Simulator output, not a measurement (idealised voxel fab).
The name of this process module is voxel gate over fins.
The cross-section shown here is cut; it is 255 nm wide and divided into square cells measuring 5 nm on a side.
A cross-section is written here as square cells arranged in a grid, and it is given in bands from the top down, each band taking up one or more rows of cells.
Quick guide to a band line: top height, bottom height (nm) up front; then every material left to right with its width in nm. Only one material and it's marked "full width"? Then it fills the band edge to edge. And "blank" just means empty space.
Counting heights begins at 0, where everything beneath is, in the wafer as received, one material. The lowest band has no bottom; it goes on downwards, as "0 -> down" shows.
You'd read "30 to 40" like this: the band's top row of cells is as wide as the first number, its bottom row is as wide as the second, and going down, every row changes width by the same amount as the row before did.
Reading "remained unchanged" for a step: not a cell of the cross-section changed in it.
You'll see "Closed void entries" listing empty spaces that have no way open to the top, as long as they're 8 cells or more; the notation is width x height at distance, where the distance is from the left edge, and all of it is in nm.
On each step's line, the part that comes after the settings is the simulator's own comment on the step.
The line of a step may include "overlay nm". On a step with a mask, this value is how far to the right of its planned place the mask lay. A negative value means the mask lay to the left.

[The steps planned for the process are as follows]
1,op RECEIVE | material Si
2,op CONFORMAL_DEP | material SiN | thk nm 5
3,op DIRECTIONAL_DEP | material aC | thk nm 10
4,op PATTERN | tone cover | mask id FINS | material resist | width nm 15 | pitch nm 50 | thk nm 25 | overlay nm 0
5,op DIRECTIONAL_ETCH | etch materials aC | depth nm 10
6,op STRIP | etch materials resist
7,op DIRECTIONAL_ETCH | etch materials SiN | depth nm 5
8,op DIRECTIONAL_ETCH | etch materials Si | depth nm 30
9,op STRIP | etch materials aC
10,op FILL_DEP | material SiO2 | thk nm 15
11,op CMP | height nm 5
12,op MASKED_ETCH | tone open | mask id RAIL | width nm 15 | etch materials SiO2 | depth nm 30 | overlay nm 0
13,op CONFORMAL_DEP | material TiN | thk nm 5
14,op FILL_DEP | material W | thk nm 10
15,op CMP | height nm 5
16,op SELECTIVE_ETCH | etch materials W Ru TiN | depth nm 25
17,op FILL_DEP | material SiO2 | thk nm 5
18,op CMP | height nm 5
19,op SELECTIVE_ETCH | etch materials SiO2 | depth nm 15
20,op STRIP | etch materials SiN
21,op CONFORMAL_DEP | material HfO2 | thk nm 5
22,op CONFORMAL_DEP | material TiN | thk nm 5
23,op CONFORMAL_DEP | material TiAl | thk nm 5
24,op CONFORMAL_DEP | material TiN | thk nm 5
25,op FILL_DEP | material W | thk nm 15
26,op CMP | height nm 30
27,op CONFORMAL_DEP | material SiN | thk nm 5

[Cross-section of the wafer upon arrival, representing the state reached after step 1]
    0 -> down: Si full width
    Closed void entries: none

[Cross-section, first of two wafers, end of module, run as planned]
    35 -> 30: SiN full width
    30 -> 20: W full width
    20 -> 15: 50 of W / 155 of TiN / 50 of W
    15 -> 10: 50 of W / 5 of TiN / 45 of TiAl / 5 of TiN / 45 of TiAl / 5 of TiN / 45 of TiAl / 5 of TiN / 50 of W
    10 -> 5: 55 of TiN / 5 of TiAl / 35 of TiN / 5 of TiAl / 5 of TiN / 5 of TiAl / 35 of TiN / 5 of TiAl / 5 of TiN / 5 of TiAl / 35 of TiN / 5 of TiAl / 55 of TiN
    5 -> 0: 60 of TiAl / 5 of TiN / 25 of HfO2 / 5 of TiN / 15 of TiAl / 5 of TiN / 25 of HfO2 / 5 of TiN / 15 of TiAl / 5 of TiN / 25 of HfO2 / 5 of TiN / 60 of TiAl
    0 -> -5: 65 of TiN / 5 of HfO2 / 15 of Si / 5 of HfO2 / 25 of TiN / 5 of HfO2 / 15 of Si / 5 of HfO2 / 25 of TiN / 5 of HfO2 / 15 of Si / 5 of HfO2 / 65 of TiN
    -5 -> -10: 70 of HfO2 / 15 of Si / 35 of HfO2 / 15 of Si / 35 of HfO2 / 15 of Si / 70 of HfO2
    -10 -> -20: 70 of SiO2 / 15 of Si / 35 of SiO2 / 15 of Si / 35 of SiO2 / 15 of Si / 70 of SiO2
    -20 -> -25: 70 of SiO2 / 15 of Si / 10 of SiO2 / 15 of TiN / 10 of SiO2 / 15 of Si / 35 of SiO2 / 15 of Si / 70 of SiO2
    -25 -> -30: 70 of SiO2 / 15 of Si / 35 of SiO2 / 15 of Si / 35 of SiO2 / 15 of Si / 70 of SiO2
    -30 -> down: Si full width
    Closed void entries: none

[Second wafer cross-section at end of module - shared start and plan with the first, one mistake in the run]
    35 -> 30: SiN full width
    30 -> 20: W full width
    20 -> 15: 45 of W / 155 of TiN / 55 of W
    15 -> 10: 45 of W / 5 of TiN / 45 of TiAl / 5 of TiN / 45 of TiAl / 5 of TiN / 45 of TiAl / 5 of TiN / 55 of W
    10 -> 5: 50 of TiN / 5 of TiAl / 35 of TiN / 5 of TiAl / 5 of TiN / 5 of TiAl / 35 of TiN / 5 of TiAl / 5 of TiN / 5 of TiAl / 35 of TiN / 5 of TiAl / 60 of TiN
    5 -> 0: 55 of TiAl / 5 of TiN / 25 of HfO2 / 5 of TiN / 15 of TiAl / 5 of TiN / 25 of HfO2 / 5 of TiN / 15 of TiAl / 5 of TiN / 25 of HfO2 / 5 of TiN / 65 of TiAl
    0 -> -5: 60 of TiN / 5 of HfO2 / 15 of Si / 5 of HfO2 / 25 of TiN / 5 of HfO2 / 15 of Si / 5 of HfO2 / 25 of TiN / 5 of HfO2 / 15 of Si / 5 of HfO2 / 70 of TiN
    -5 -> -10: 65 of HfO2 / 15 of Si / 35 of HfO2 / 15 of Si / 35 of HfO2 / 15 of Si / 75 of HfO2
    -10 -> -20: 65 of SiO2 / 15 of Si / 35 of SiO2 / 15 of Si / 35 of SiO2 / 15 of Si / 75 of SiO2
    -20 -> -25: 65 of SiO2 / 15 of Si / 15 of SiO2 / 15 of TiN / 5 of SiO2 / 15 of Si / 35 of SiO2 / 15 of Si / 75 of SiO2
    -25 -> -30: 65 of SiO2 / 15 of Si / 35 of SiO2 / 15 of Si / 35 of SiO2 / 15 of Si / 75 of SiO2
    -30 -> down: Si full width
    Closed void entries: none
Want to know what went wrong? step 4 was run on a setting that differed from the plan, and what really ran there is op PATTERN | tone cover | mask id FINS | material resist | width nm 15 | pitch nm 50 | thk nm 25 | overlay nm -5
At the end, each material covers as many cells on the second wafer as it does on the first, though the cells it covers are elsewhere.
